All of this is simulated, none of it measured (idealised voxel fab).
Documented hereafter: the process module known as voxel transistor to metal.
Section shown: cut. Width: 295 nm. Cell size: 5 nm, square.
Throughout this document, each cross-section is represented as a grid of square cells and is presented as a sequence of bands enumerated from the top downward, where a band comprises one or more rows of cells.
First you get the band's top height and its bottom height, in nm, and then the materials it's made of, left to right, with each width in nm. If you see a single material with "all across", that one covers the band edge to edge. "blank" is empty space.
Convention: height 0 is the level below which the wafer, as received, is all one material. The lowest band does not terminate at the bottom but continues downward, represented as "from 0 down".
The width entry "30..40" should be interpreted row by row: the top row of cells in the band takes the first number, the bottom row takes the second number, and the change between adjacent rows is uniform throughout.
Key: "nothing different" - step with no changed cell in the cross-section.
"Unvented cavities" specifies each empty space that is not open to the top and that occupies no fewer than 8 cells, using the form width x height at distance, the distance measured from the left edge and all three quantities in nm.
Whatever follows a step's settings on its line is a remark the simulator itself makes about that step.
overlay nm: for a step with a mask, the amount by which the mask lay right of where it was planned; a negative amount means left of it.
Pairs, read this way: before one process step on the one hand, after it on the other, the after cross-section ending at the lowest band that changed; the step between, settings included, beneath. Same starting wafer throughout, but possibly different runs of this module, so no pair continues from the pair above unless its entry headed "Pre-process state" says so.

-- Pre-process state
    from 0 down  Si all across
    Unvented cavities: none

-- Sectional Result
    from 0 to -5  SiO2 all across
    Beneath the level -5, the cross-section is identical to its previous state.
    Unvented cavities: none
Transition step, before and after shown above: OXIDIZE (depth nm 5)

Pre-process state: The structure entering this step is exactly what the pair just above shows after its step.

-- Sectional Result
    from 10 to 0  SiN all across
    Beneath the level 0, the cross-section is identical to its previous state.
    Unvented cavities: none
Transition step, before and after shown above: CONFORMAL_DEP (material SiN; thk nm 10)

Pre-process state: The structure entering this step is exactly what the pair just above shows after its step.

-- Sectional Result
    from 10 to 0  30 nm blank, then 105 nm SiN, then 20 nm blank, then 105 nm SiN, then 35 nm blank
    Beneath the level 0, the cross-section is identical to its previous state.
    Unvented cavities: none
Transition step, before and after shown above: MASKED_ETCH (tone cover; mask id ACTIVE; width nm 105; pitch nm 125; etch materials SiN; depth nm 10; overlay nm 0)

Pre-process state: The structure entering this step is exactly what the pair just above shows after its step.

-- Sectional Result
    from 10 to 0  30 nm blank, then 105 nm SiN, then 20 nm blank, then 105 nm SiN, then 35 nm blank
    from 0 to -5  30 nm blank, then 105 nm SiO2, then 20 nm blank, then 105 nm SiO2, then 35 nm blank
    Beneath the level -5, the cross-section is identical to its previous state.
    Unvented cavities: none
Transition step, before and after shown above: MASKED_ETCH (tone cover; mask id ACTIVE; width nm 105; pitch nm 125; etch materials SiO2; depth nm 5; overlay nm 0)

Pre-process state: The structure entering this step is exactly what the pair just above shows after its step.

-- Sectional Result
    from 10 to 0  30 nm blank, then 105 nm SiN, then 20 nm blank, then 105 nm SiN, then 35 nm blank
    from 0 to -5  30 nm blank, then 105 nm SiO2, then 20 nm blank, then 105 nm SiO2, then 35 nm blank
    from -5 to -40  30 nm blank, then 105 nm Si, then 20 nm blank, then 105 nm Si, then 35 nm blank
    Beneath the level -40, the cross-section is identical to its previous state.
    Unvented cavities: none
Transition step, before and after shown above: MASKED_ETCH (tone cover; mask id ACTIVE; width nm 105; pitch nm 125; etch materials Si; depth nm 35; overlay nm 0)

Pre-process state: The structure entering this step is exactly what the pair just above shows after its step.

-- Sectional Result
    from 10 to 0  30 nm blank, then 105 nm SiN, then 20 nm blank, then 105 nm SiN, then 35 nm blank
    from 0 to -5  30 nm blank, then 105 nm SiO2, then 20 nm blank, then 105 nm SiO2, then 35 nm blank
    from -5 to -40  30 nm blank, then 5 nm SiO2, then 95 nm Si, then 5 nm SiO2, then 20 nm blank, then 5 nm SiO2, then 95 nm Si, then 5 nm SiO2, then 35 nm blank
    from -40 to -45  35 nm SiO2, then 95 nm Si, then 30 nm SiO2, then 95 nm Si, then 40 nm SiO2
    Beneath the level -45, the cross-section is identical to its previous state.
    Unvented cavities: none
Transition step, before and after shown above: OXIDIZE (depth nm 5)

Pre-process state: The structure entering this step is exactly what the pair just above shows after its step.

-- Sectional Result
    from 20 to 10  SiO2 all across
    from 10 to 0  30 nm SiO2, then 105 nm SiN, then 20 nm SiO2, then 105 nm SiN, then 35 nm SiO2
    from 0 to -5  SiO2 all across
    from -5 to -45  35 nm SiO2, then 95 nm Si, then 30 nm SiO2, then 95 nm Si, then 40 nm SiO2
    Beneath the level -45, the cross-section is identical to its previous state.
    Unvented cavities: none
Transition step, before and after shown above: FILL_DEP (material SiO2; thk nm 10)

Pre-process state: The structure entering this step is exactly what the pair just above shows after its step.

-- Sectional Result
    from 10 to 0  30 nm SiO2, then 105 nm SiN, then 20 nm SiO2, then 105 nm SiN, then 35 nm SiO2
    Beneath the level 0, the cross-section is identical to its previous state.
    Unvented cavities: none
Transition step, before and after shown above: CMP (height nm 10)

Pre-process state: The structure entering this step is exactly what the pair just above shows after its step.

-- Sectional Result
    from 10 to 5  30 nm blank, then 105 nm SiN, then 20 nm blank, then 105 nm SiN, then 35 nm blank
    Beneath the level 5, the cross-section is identical to its previous state.
    Unvented cavities: none
Transition step, before and after shown above: SELECTIVE_ETCH (etch materials SiO2; depth nm 5)

Pre-process state: The structure entering this step is exactly what the pair just above shows after its step.

-- Sectional Result
    from 5 to 0  30 nm SiO2, then 105 nm blank, then 20 nm SiO2, then 105 nm blank, then 35 nm SiO2
    Beneath the level 0, the cross-section is identical to its previous state.
    Unvented cavities: none
Transition step, before and after shown above: STRIP (etch materials SiN)

Pre-process state: The structure entering this step is exactly what the pair just above shows after its step.

-- Sectional Result
    from 0 to -5  25 nm SiO2, then 115 nm blank, then 10 nm SiO2, then 115 nm blank, then 30 nm SiO2
    Beneath the level -5, the cross-section is identical to its previous state.
    Unvented cavities: none
Transition step, before and after shown above: SELECTIVE_ETCH (etch materials SiO2; depth nm 5)

Pre-process state: The structure entering this step is exactly what the pair just above shows after its step.

-- Sectional Result
    from 0 to -5  25 nm SiO2, then 115 nm blank, then 10 nm SiO2, then 115 nm blank, then 30 nm SiO2
    from -5 to -10  SiO2 all across
    Beneath the level -10, the cross-section is identical to its previous state.
    Unvented cavities: none
Transition step, before and after shown above: OXIDIZE (depth nm 5)

Pre-process state: The structure entering this step is exactly what the pair just above shows after its step.

-- Sectional Result
    from 25 to 20  25 nm polySi, then 115 nm blank, then 10 nm polySi, then 115 nm blank, then 30 nm polySi
    from 20 to 0  polySi all across
    from 0 to -5  25 nm SiO2, then 115 nm polySi, then 10 nm SiO2, then 115 nm polySi, then 30 nm SiO2
    Beneath the level -5, the cross-section is identical to its previous state.
    Unvented cavities: none
Transition step, before and after shown above: DIRECTIONAL_DEP (material polySi; thk nm 25)

Pre-process state: The structure entering this step is exactly what the pair just above shows after its step.

-- Sectional Result
    from 35 to 30  25 nm SiCN, then 115 nm blank, then 10 nm SiCN, then 115 nm blank, then 30 nm SiCN
    from 30 to 25  SiCN all across
    from 25 to 20  25 nm polySi, then 115 nm SiCN, then 10 nm polySi, then 115 nm SiCN, then 30 nm polySi
    Beneath the level 20, the cross-section is identical to its previous state.
    Unvented cavities: none
Transition step, before and after shown above: DIRECTIONAL_DEP (material SiCN; thk nm 10)

Pre-process state: The structure entering this step is exactly what the pair just above shows after its step.

-- Sectional Result
    from 45 to 40  25 nm aC, then 115 nm blank, then 10 nm aC, then 115 nm blank, then 30 nm aC
    from 40 to 35  aC all across
    from 35 to 30  25 nm SiCN, then 115 nm aC, then 10 nm SiCN, then 115 nm aC, then 30 nm SiCN
    Beneath the level 30, the cross-section is identical to its previous state.
    Unvented cavities: none
Transition step, before and after shown above: DIRECTIONAL_DEP (material aC; thk nm 10)

Pre-process state: The structure entering this step is exactly what the pair just above shows after its step.

-- Sectional Result
    from 70 to 45  65 nm blank, then 35 nm resist, then 90 nm blank, then 35 nm resist, then 70 nm blank
    from 45 to 40  25 nm aC, then 40 nm blank, then 35 nm resist, then 40 nm blank, then 10 nm aC, then 40 nm blank, then 35 nm resist, then 40 nm blank, then 30 nm aC
    Beneath the level 40, the cross-section is identical to its previous state.
    Unvented cavities: none
Transition step, before and after shown above: PATTERN (tone cover; mask id GATE; material resist; width nm 35; pitch nm 125; thk nm 25; overlay nm 0)

Pre-process state: The structure entering this step is exactly what the pair just above shows after its step.

-- Sectional Result
    from 60 to 40  65 nm blank, then 35 nm resist, then 90 nm blank, then 35 nm resist, then 70 nm blank
    from 40 to 35  65 nm blank, then 35 nm aC, then 90 nm blank, then 35 nm aC, then 70 nm blank
    from 35 to 30  25 nm SiCN, then 40 nm blank, then 35 nm aC, then 40 nm blank, then 10 nm SiCN, then 40 nm blank, then 35 nm aC, then 40 nm blank, then 30 nm SiCN
    Beneath the level 30, the cross-section is identical to its previous state.
    Unvented cavities: none
Transition step, before and after shown above: DIRECTIONAL_ETCH (etch materials aC; depth nm 10)

Pre-process state: The structure entering this step is exactly what the pair just above shows after its step.

-- Sectional Result
    from 40 to 35  65 nm blank, then 35 nm aC, then 90 nm blank, then 35 nm aC, then 70 nm blank
    Beneath the level 35, the cross-section is identical to its previous state.
    Unvented cavities: none
Transition step, before and after shown above: STRIP (etch materials resist)

Pre-process state: The structure entering this step is exactly what the pair just above shows after its step.

-- Sectional Result
    from 40 to 30  65 nm blank, then 35 nm aC, then 90 nm blank, then 35 nm aC, then 70 nm blank
    from 30 to 25  65 nm blank, then 35 nm SiCN, then 90 nm blank, then 35 nm SiCN, then 70 nm blank
    from 25 to 20  25 nm polySi, then 40 nm blank, then 35 nm SiCN, then 40 nm blank, then 10 nm polySi, then 40 nm blank, then 35 nm SiCN, then 40 nm blank, then 30 nm polySi
    Beneath the level 20, the cross-section is identical to its previous state.
    Unvented cavities: none
Transition step, before and after shown above: DIRECTIONAL_ETCH (etch materials SiCN; depth nm 20)

Pre-process state: The structure entering this step is exactly what the pair just above shows after its step.

-- Sectional Result
    from 40 to 30  65 nm blank, then 35 nm aC, then 90 nm blank, then 35 nm aC, then 70 nm blank
    from 30 to 20  65 nm blank, then 35 nm SiCN, then 90 nm blank, then 35 nm SiCN, then 70 nm blank
    from 20 to 0  65 nm blank, then 35 nm polySi, then 90 nm blank, then 35 nm polySi, then 70 nm blank
    from 0 to -5  25 nm SiO2, then 40 nm blank, then 35 nm polySi, then 40 nm blank, then 10 nm SiO2, then 40 nm blank, then 35 nm polySi, then 40 nm blank, then 30 nm SiO2
    Beneath the level -5, the cross-section is identical to its previous state.
    Unvented cavities: none
Transition step, before and after shown above: DIRECTIONAL_ETCH (etch materials polySi; depth nm 35)

Pre-process state: The structure entering this step is exactly what the pair just above shows after its step.

-- Sectional Result
    from 30 to 20  65 nm blank, then 35 nm SiCN, then 90 nm blank, then 35 nm SiCN, then 70 nm blank
    Beneath the level 20, the cross-section is identical to its previous state.
    Unvented cavities: none
Transition step, before and after shown above: STRIP (etch materials aC)

Pre-process state: The structure entering this step is exactly what the pair just above shows after its step.

-- Sectional Result
    from 40 to 30  55 nm blank, then 55 nm SiN, then 70 nm blank, then 55 nm SiN, then 60 nm blank
    from 30 to 20  55 nm blank, then 10 nm SiN, then 35 nm SiCN, then 10 nm SiN, then 70 nm blank, then 10 nm SiN, then 35 nm SiCN, then 10 nm SiN, then 60 nm blank
    from 20 to 10  55 nm blank, then 10 nm SiN, then 35 nm polySi, then 10 nm SiN, then 70 nm blank, then 10 nm SiN, then 35 nm polySi, then 10 nm SiN, then 60 nm blank
    from 10 to 5  35 nm SiN, then 20 nm blank, then 10 nm SiN, then 35 nm polySi, then 10 nm SiN, then 20 nm blank, then 30 nm SiN, then 20 nm blank, then 10 nm SiN, then 35 nm polySi, then 10 nm SiN, then 20 nm blank, then 40 nm SiN
    from 5 to 0  65 nm SiN, then 35 nm polySi, then 90 nm SiN, then 35 nm polySi, then 70 nm SiN
    from 0 to -5  25 nm SiO2, then 40 nm SiN, then 35 nm polySi, then 40 nm SiN, then 10 nm SiO2, then 40 nm SiN, then 35 nm polySi, then 40 nm SiN, then 30 nm SiO2
    Beneath the level -5, the cross-section is identical to its previous state.
    Unvented cavities: none
Transition step, before and after shown above: CONFORMAL_DEP (material SiN; thk nm 10)

Pre-process state: The structure entering this step is exactly what the pair just above shows after its step.

-- Sectional Result
    from 30 to 20  55 nm blank, then 10 nm SiN, then 35 nm SiCN, then 10 nm SiN, then 70 nm blank, then 10 nm SiN, then 35 nm SiCN, then 10 nm SiN, then 60 nm blank
    from 20 to 0  55 nm blank, then 10 nm SiN, then 35 nm polySi, then 10 nm SiN, then 70 nm blank, then 10 nm SiN, then 35 nm polySi, then 10 nm SiN, then 60 nm blank
    from 0 to -5  25 nm SiO2, then 10 nm SiN, then 20 nm blank, then 10 nm SiN, then 35 nm polySi, then 10 nm SiN, then 20 nm blank, then 10 nm SiN, then 10 nm SiO2, then 10 nm SiN, then 20 nm blank, then 10 nm SiN, then 35 nm polySi, then 10 nm SiN, then 20 nm blank, then 10 nm SiN, then 30 nm SiO2
    Beneath the level -5, the cross-section is identical to its previous state.
    Unvented cavities: none
Transition step, before and after shown above: DIRECTIONAL_ETCH (etch materials SiN; depth nm 10)

Pre-process state: The structure entering this step is exactly what the pair just above shows after its step.

-- Sectional Result
    from 30 to 20  55 nm blank, then 10 nm SiN, then 35 nm SiCN, then 10 nm SiN, then 70 nm blank, then 10 nm SiN, then 35 nm SiCN, then 10 nm SiN, then 60 nm blank
    from 20 to 0  55 nm blank, then 10 nm SiN, then 35 nm polySi, then 10 nm SiN, then 70 nm blank, then 10 nm SiN, then 35 nm polySi, then 10 nm SiN, then 60 nm blank
    from 0 to -5  25 nm blank, then 10 nm SiN, then 20 nm blank, then 10 nm SiN, then 35 nm polySi, then 10 nm SiN, then 20 nm blank, then 10 nm SiN, then 10 nm blank, then 10 nm SiN, then 20 nm blank, then 10 nm SiN, then 35 nm polySi, then 10 nm SiN, then 20 nm blank, then 10 nm SiN, then 30 nm blank
    from -5 to -10  35 nm SiO2, then 20 nm blank, then 55 nm SiO2, then 20 nm blank, then 30 nm SiO2, then 20 nm blank, then 55 nm SiO2, then 20 nm blank, then 40 nm SiO2
    Beneath the level -10, the cross-section is identical to its previous state.
    Unvented cavities: none
Transition step, before and after shown above: DIRECTIONAL_ETCH (etch materials SiO2; depth nm 5)

Pre-process state: The structure entering this step is exactly what the pair just above shows after its step.

-- Sectional Result
    from 30 to 20  55 nm blank, then 10 nm SiN, then 35 nm SiCN, then 10 nm SiN, then 70 nm blank, then 10 nm SiN, then 35 nm SiCN, then 10 nm SiN, then 60 nm blank
    from 20 to 0  55 nm blank, then 10 nm SiN, then 35 nm polySi, then 10 nm SiN, then 70 nm blank, then 10 nm SiN, then 35 nm polySi, then 10 nm SiN, then 60 nm blank
    from 0 to -5  25 nm blank, then 10 nm SiN, then 20 nm blank, then 10 nm SiN, then 35 nm polySi, then 10 nm SiN, then 20 nm blank, then 10 nm SiN, then 10 nm blank, then 10 nm SiN, then 20 nm blank, then 10 nm SiN, then 35 nm polySi, then 10 nm SiN, then 20 nm blank, then 10 nm SiN, then 30 nm blank
    from -5 to -10  35 nm SiO2, then 20 nm blank, then 55 nm SiO2, then 20 nm blank, then 30 nm SiO2, then 20 nm blank, then 55 nm SiO2, then 20 nm blank, then 40 nm SiO2
    from -10 to -20  35 nm SiO2, then 20 nm blank, then 55 nm Si, then 20 nm blank, then 30 nm SiO2, then 20 nm blank, then 55 nm Si, then 20 nm blank, then 40 nm SiO2
    Beneath the level -20, the cross-section is identical to its previous state.
    Unvented cavities: none
Transition step, before and after shown above: DIRECTIONAL_ETCH (etch materials Si; depth nm 10)

Pre-process state: The structure entering this step is exactly what the pair just above shows after its step.

-- Sectional Result
    from 30 to 20  55 nm blank, then 10 nm SiN, then 35 nm SiCN, then 10 nm SiN, then 70 nm blank, then 10 nm SiN, then 35 nm SiCN, then 10 nm SiN, then 60 nm blank
    from 20 to 5  55 nm blank, then 10 nm SiN, then 35 nm polySi, then 10 nm SiN, then 70 nm blank, then 10 nm SiN, then 35 nm polySi, then 10 nm SiN, then 60 nm blank
    from 5 to 0  40 nm blank, then 15 nm nSi, then 10 nm SiN, then 35 nm polySi, then 10 nm SiN, then 15 nm nSi, then 40 nm blank, then 15 nm nSi, then 10 nm SiN, then 35 nm polySi, then 10 nm SiN, then 15 nm nSi, then 45 nm blank
    from 0 to -5  25 nm blank, then 10 nm SiN, then 5 nm blank, then 15 nm nSi, then 10 nm SiN, then 35 nm polySi, then 10 nm SiN, then 15 nm nSi, then 5 nm blank, then 10 nm SiN, then 10 nm blank, then 10 nm SiN, then 5 nm blank, then 15 nm nSi, then 10 nm SiN, then 35 nm polySi, then 10 nm SiN, then 15 nm nSi, then 5 nm blank, then 10 nm SiN, then 30 nm blank
    from -5 to -10  35 nm SiO2, then 20 nm nSi, then 55 nm SiO2, then 20 nm nSi, then 30 nm SiO2, then 20 nm nSi, then 55 nm SiO2, then 20 nm nSi, then 40 nm SiO2
    from -10 to -20  35 nm SiO2, then 20 nm nSi, then 55 nm Si, then 20 nm nSi, then 30 nm SiO2, then 20 nm nSi, then 55 nm Si, then 20 nm nSi, then 40 nm SiO2
    Beneath the level -20, the cross-section is identical to its previous state.
    Unvented cavities: none
Transition step, before and after shown above: EPI (material nSi; thk nm 15)

Pre-process state: The structure entering this step is exactly what the pair just above shows after its step.

-- Sectional Result
    from 35 to 30  SiO2 all across
    from 30 to 20  55 nm SiO2, then 10 nm SiN, then 35 nm SiCN, then 10 nm SiN, then 70 nm SiO2, then 10 nm SiN, then 35 nm SiCN, then 10 nm SiN, then 60 nm SiO2
    from 20 to 5  55 nm SiO2, then 10 nm SiN, then 35 nm polySi, then 10 nm SiN, then 70 nm SiO2, then 10 nm SiN, then 35 nm polySi, then 10 nm SiN, then 60 nm SiO2
    from 5 to 0  40 nm SiO2, then 15 nm nSi, then 10 nm SiN, then 35 nm polySi, then 10 nm SiN, then 15 nm nSi, then 40 nm SiO2, then 15 nm nSi, then 10 nm SiN, then 35 nm polySi, then 10 nm SiN, then 15 nm nSi, then 45 nm SiO2
    from 0 to -5  25 nm SiO2, then 10 nm SiN, then 5 nm SiO2, then 15 nm nSi, then 10 nm SiN, then 35 nm polySi, then 10 nm SiN, then 15 nm nSi, then 5 nm SiO2, then 10 nm SiN, then 10 nm SiO2, then 10 nm SiN, then 5 nm SiO2, then 15 nm nSi, then 10 nm SiN, then 35 nm polySi, then 10 nm SiN, then 15 nm nSi, then 5 nm SiO2, then 10 nm SiN, then 30 nm SiO2
    Beneath the level -5, the cross-section is identical to its previous state.
    Unvented cavities: none
Transition step, before and after shown above: FILL_DEP (material SiO2; thk nm 5)

Pre-process state: The structure entering this step is exactly what the pair just above shows after its step.

-- Sectional Result
    from 20 to 5  55 nm SiO2, then 10 nm SiN, then 35 nm polySi, then 10 nm SiN, then 70 nm SiO2, then 10 nm SiN, then 35 nm polySi, then 10 nm SiN, then 60 nm SiO2
    Beneath the level 5, the cross-section is identical to its previous state.
    Unvented cavities: none
Transition step, before and after shown above: CMP (height nm 20)

Pre-process state: The structure entering this step is exactly what the pair just above shows after its step.

-- Sectional Result
    from 20 to 5  55 nm SiO2, then 10 nm SiN, then 35 nm blank, then 10 nm SiN, then 70 nm SiO2, then 10 nm SiN, then 35 nm blank, then 10 nm SiN, then 60 nm SiO2
    from 5 to 0  40 nm SiO2, then 15 nm nSi, then 10 nm SiN, then 35 nm blank, then 10 nm SiN, then 15 nm nSi, then 40 nm SiO2, then 15 nm nSi, then 10 nm SiN, then 35 nm blank, then 10 nm SiN, then 15 nm nSi, then 45 nm SiO2
    from 0 to -5  25 nm SiO2, then 10 nm SiN, then 5 nm SiO2, then 15 nm nSi, then 10 nm SiN, then 35 nm blank, then 10 nm SiN, then 15 nm nSi, then 5 nm SiO2, then 10 nm SiN, then 10 nm SiO2, then 10 nm SiN, then 5 nm SiO2, then 15 nm nSi, then 10 nm SiN, then 35 nm blank, then 10 nm SiN, then 15 nm nSi, then 5 nm SiO2, then 10 nm SiN, then 30 nm SiO2
    Beneath the level -5, the cross-section is identical to its previous state.
    Unvented cavities: none
Transition step, before and after shown above: STRIP (etch materials polySi)

Pre-process state: The structure entering this step is exactly what the pair just above shows after its step.

-- Sectional Result
    from 20 to 15  55 nm blank, then 10 nm SiN, then 35 nm blank, then 10 nm SiN, then 70 nm blank, then 10 nm SiN, then 35 nm blank, then 10 nm SiN, then 60 nm blank
    from 15 to 5  55 nm SiO2, then 10 nm SiN, then 35 nm blank, then 10 nm SiN, then 70 nm SiO2, then 10 nm SiN, then 35 nm blank, then 10 nm SiN, then 60 nm SiO2
    from 5 to 0  40 nm SiO2, then 15 nm nSi, then 10 nm SiN, then 35 nm blank, then 10 nm SiN, then 15 nm nSi, then 40 nm SiO2, then 15 nm nSi, then 10 nm SiN, then 35 nm blank, then 10 nm SiN, then 15 nm nSi, then 45 nm SiO2
    from 0 to -5  25 nm SiO2, then 10 nm SiN, then 5 nm SiO2, then 15 nm nSi, then 10 nm SiN, then 35 nm blank, then 10 nm SiN, then 15 nm nSi, then 5 nm SiO2, then 10 nm SiN, then 10 nm SiO2, then 10 nm SiN, then 5 nm SiO2, then 15 nm nSi, then 10 nm SiN, then 35 nm blank, then 10 nm SiN, then 15 nm nSi, then 5 nm SiO2, then 10 nm SiN, then 30 nm SiO2
    from -5 to -10  35 nm SiO2, then 20 nm nSi, then 5 nm SiO2, then 45 nm blank, then 5 nm SiO2, then 20 nm nSi, then 30 nm SiO2, then 20 nm nSi, then 5 nm SiO2, then 45 nm blank, then 5 nm SiO2, then 20 nm nSi, then 40 nm SiO2
    Beneath the level -10, the cross-section is identical to its previous state.
    Unvented cavities: none
Transition step, before and after shown above: SELECTIVE_ETCH (etch materials SiO2; depth nm 5)

Pre-process state: The structure entering this step is exactly what the pair just above shows after its step.

-- Sectional Result
    from 25 to 20  50 nm blank, then 20 nm HfO2, then 25 nm blank, then 20 nm HfO2, then 60 nm blank, then 20 nm HfO2, then 25 nm blank, then 20 nm HfO2, then 55 nm blank
    from 20 to 15  55 nm HfO2, then 10 nm SiN, then 5 nm HfO2, then 25 nm blank, then 5 nm HfO2, then 10 nm SiN, then 70 nm HfO2, then 10 nm SiN, then 5 nm HfO2, then 25 nm blank, then 5 nm HfO2, then 10 nm SiN, then 60 nm HfO2
    from 15 to 5  55 nm SiO2, then 10 nm SiN, then 5 nm HfO2, then 25 nm blank, then 5 nm HfO2, then 10 nm SiN, then 70 nm SiO2, then 10 nm SiN, then 5 nm HfO2, then 25 nm blank, then 5 nm HfO2, then 10 nm SiN, then 60 nm SiO2
    from 5 to 0  40 nm SiO2, then 15 nm nSi, then 10 nm SiN, then 5 nm HfO2, then 25 nm blank, then 5 nm HfO2, then 10 nm SiN, then 15 nm nSi, then 40 nm SiO2, then 15 nm nSi, then 10 nm SiN, then 5 nm HfO2, then 25 nm blank, then 5 nm HfO2, then 10 nm SiN, then 15 nm nSi, then 45 nm SiO2
    from 0 to -5  25 nm SiO2, then 10 nm SiN, then 5 nm SiO2, then 15 nm nSi, then 10 nm SiN, then 5 nm HfO2, then 25 nm blank, then 5 nm HfO2, then 10 nm SiN, then 15 nm nSi, then 5 nm SiO2, then 10 nm SiN, then 10 nm SiO2, then 10 nm SiN, then 5 nm SiO2, then 15 nm nSi, then 10 nm SiN, then 5 nm HfO2, then 25 nm blank, then 5 nm HfO2, then 10 nm SiN, then 15 nm nSi, then 5 nm SiO2, then 10 nm SiN, then 30 nm SiO2
    from -5 to -10  35 nm SiO2, then 20 nm nSi, then 5 nm SiO2, then 45 nm HfO2, then 5 nm SiO2, then 20 nm nSi, then 30 nm SiO2, then 20 nm nSi, then 5 nm SiO2, then 45 nm HfO2, then 5 nm SiO2, then 20 nm nSi, then 40 nm SiO2
    Beneath the level -10, the cross-section is identical to its previous state.
    Unvented cavities: none
Transition step, before and after shown above: CONFORMAL_DEP (material HfO2; thk nm 5)

Pre-process state: The structure entering this step is exactly what the pair just above shows after its step.

-- Sectional Result
    from 30 to 25  45 nm blank, then 30 nm TiN, then 15 nm blank, then 30 nm TiN, then 50 nm blank, then 30 nm TiN, then 15 nm blank, then 30 nm TiN, then 50 nm blank
    from 25 to 20  50 nm TiN, then 20 nm HfO2, then 5 nm TiN, then 15 nm blank, then 5 nm TiN, then 20 nm HfO2, then 60 nm TiN, then 20 nm HfO2, then 5 nm TiN, then 15 nm blank, then 5 nm TiN, then 20 nm HfO2, then 55 nm TiN
    from 20 to 15  55 nm HfO2, then 10 nm SiN, then 5 nm HfO2, then 5 nm TiN, then 15 nm blank, then 5 nm TiN, then 5 nm HfO2, then 10 nm SiN, then 70 nm HfO2, then 10 nm SiN, then 5 nm HfO2, then 5 nm TiN, then 15 nm blank, then 5 nm TiN, then 5 nm HfO2, then 10 nm SiN, then 60 nm HfO2
    from 15 to 5  55 nm SiO2, then 10 nm SiN, then 5 nm HfO2, then 5 nm TiN, then 15 nm blank, then 5 nm TiN, then 5 nm HfO2, then 10 nm SiN, then 70 nm SiO2, then 10 nm SiN, then 5 nm HfO2, then 5 nm TiN, then 15 nm blank, then 5 nm TiN, then 5 nm HfO2, then 10 nm SiN, then 60 nm SiO2
    from 5 to 0  40 nm SiO2, then 15 nm nSi, then 10 nm SiN, then 5 nm HfO2, then 5 nm TiN, then 15 nm blank, then 5 nm TiN, then 5 nm HfO2, then 10 nm SiN, then 15 nm nSi, then 40 nm SiO2, then 15 nm nSi, then 10 nm SiN, then 5 nm HfO2, then 5 nm TiN, then 15 nm blank, then 5 nm TiN, then 5 nm HfO2, then 10 nm SiN, then 15 nm nSi, then 45 nm SiO2
    from 0 to -5  25 nm SiO2, then 10 nm SiN, then 5 nm SiO2, then 15 nm nSi, then 10 nm SiN, then 5 nm HfO2, then 25 nm TiN, then 5 nm HfO2, then 10 nm SiN, then 15 nm nSi, then 5 nm SiO2, then 10 nm SiN, then 10 nm SiO2, then 10 nm SiN, then 5 nm SiO2, then 15 nm nSi, then 10 nm SiN, then 5 nm HfO2, then 25 nm TiN, then 5 nm HfO2, then 10 nm SiN, then 15 nm nSi, then 5 nm SiO2, then 10 nm SiN, then 30 nm SiO2
    Beneath the level -5, the cross-section is identical to its previous state.
    Unvented cavities: none
Transition step, before and after shown above: CONFORMAL_DEP (material TiN; thk nm 5)

Pre-process state: The structure entering this step is exactly what the pair just above shows after its step.

-- Sectional Result
    from 35 to 30  W all across
    from 30 to 25  45 nm W, then 30 nm TiN, then 15 nm W, then 30 nm TiN, then 50 nm W, then 30 nm TiN, then 15 nm W, then 30 nm TiN, then 50 nm W
    from 25 to 20  50 nm TiN, then 20 nm HfO2, then 5 nm TiN, then 15 nm W, then 5 nm TiN, then 20 nm HfO2, then 60 nm TiN, then 20 nm HfO2, then 5 nm TiN, then 15 nm W, then 5 nm TiN, then 20 nm HfO2, then 55 nm TiN
    from 20 to 15  55 nm HfO2, then 10 nm SiN, then 5 nm HfO2, then 5 nm TiN, then 15 nm W, then 5 nm TiN, then 5 nm HfO2, then 10 nm SiN, then 70 nm HfO2, then 10 nm SiN, then 5 nm HfO2, then 5 nm TiN, then 15 nm W, then 5 nm TiN, then 5 nm HfO2, then 10 nm SiN, then 60 nm HfO2
    from 15 to 5  55 nm SiO2, then 10 nm SiN, then 5 nm HfO2, then 5 nm TiN, then 15 nm W, then 5 nm TiN, then 5 nm HfO2, then 10 nm SiN, then 70 nm SiO2, then 10 nm SiN, then 5 nm HfO2, then 5 nm TiN, then 15 nm W, then 5 nm TiN, then 5 nm HfO2, then 10 nm SiN, then 60 nm SiO2
    from 5 to 0  40 nm SiO2, then 15 nm nSi, then 10 nm SiN, then 5 nm HfO2, then 5 nm TiN, then 15 nm W, then 5 nm TiN, then 5 nm HfO2, then 10 nm SiN, then 15 nm nSi, then 40 nm SiO2, then 15 nm nSi, then 10 nm SiN, then 5 nm HfO2, then 5 nm TiN, then 15 nm W, then 5 nm TiN, then 5 nm HfO2, then 10 nm SiN, then 15 nm nSi, then 45 nm SiO2
    Beneath the level 0, the cross-section is identical to its previous state.
    Unvented cavities: none
Transition step, before and after shown above: FILL_DEP (material W; thk nm 5)

Pre-process state: The structure entering this step is exactly what the pair just above shows after its step.

-- Sectional Result
    from 15 to 5  55 nm SiO2, then 10 nm SiN, then 5 nm HfO2, then 5 nm TiN, then 15 nm W, then 5 nm TiN, then 5 nm HfO2, then 10 nm SiN, then 70 nm SiO2, then 10 nm SiN, then 5 nm HfO2, then 5 nm TiN, then 15 nm W, then 5 nm TiN, then 5 nm HfO2, then 10 nm SiN, then 60 nm SiO2
    Beneath the level 5, the cross-section is identical to its previous state.
    Unvented cavities: none
Transition step, before and after shown above: CMP (height nm 15)

Pre-process state: The structure entering this step is exactly what the pair just above shows after its step.

-- Sectional Result
    from 25 to 15  SiO2 all across
    Beneath the level 15, the cross-section is identical to its previous state.
    Unvented cavities: none
Transition step, before and after shown above: DIRECTIONAL_DEP (material SiO2; thk nm 10)

Pre-process state: The structure entering this step is exactly what the pair just above shows after its step.

-- Sectional Result
    from 40 to 25  aC all across
    Beneath the level 25, the cross-section is identical to its previous state.
    Unvented cavities: none
Transition step, before and after shown above: DIRECTIONAL_DEP (material aC; thk nm 15)

Pre-process state: The structure entering this step is exactly what the pair just above shows after its step.

-- Sectional Result
    from 75 to 40  35 nm resist, then 15 nm blank, then 65 nm resist, then 15 nm blank, then 30 nm resist, then 15 nm blank, then 65 nm resist, then 15 nm blank, then 40 nm resist
    Beneath the level 40, the cross-section is identical to its previous state.
    Unvented cavities: none
Transition step, before and after shown above: PATTERN (tone open; mask id CONTACT; material resist; width nm 15; thk nm 35; overlay nm 0)

Pre-process state: The structure entering this step is exactly what the pair just above shows after its step.

-- Sectional Result
    from 60 to 40  35 nm resist, then 15 nm blank, then 65 nm resist, then 15 nm blank, then 30 nm resist, then 15 nm blank, then 65 nm resist, then 15 nm blank, then 40 nm resist
    from 40 to 25  35 nm aC, then 15 nm blank, then 65 nm aC, then 15 nm blank, then 30 nm aC, then 15 nm blank, then 65 nm aC, then 15 nm blank, then 40 nm aC
    Beneath the level 25, the cross-section is identical to its previous state.
    Unvented cavities: none
Transition step, before and after shown above: DIRECTIONAL_ETCH (etch materials aC; depth nm 15)
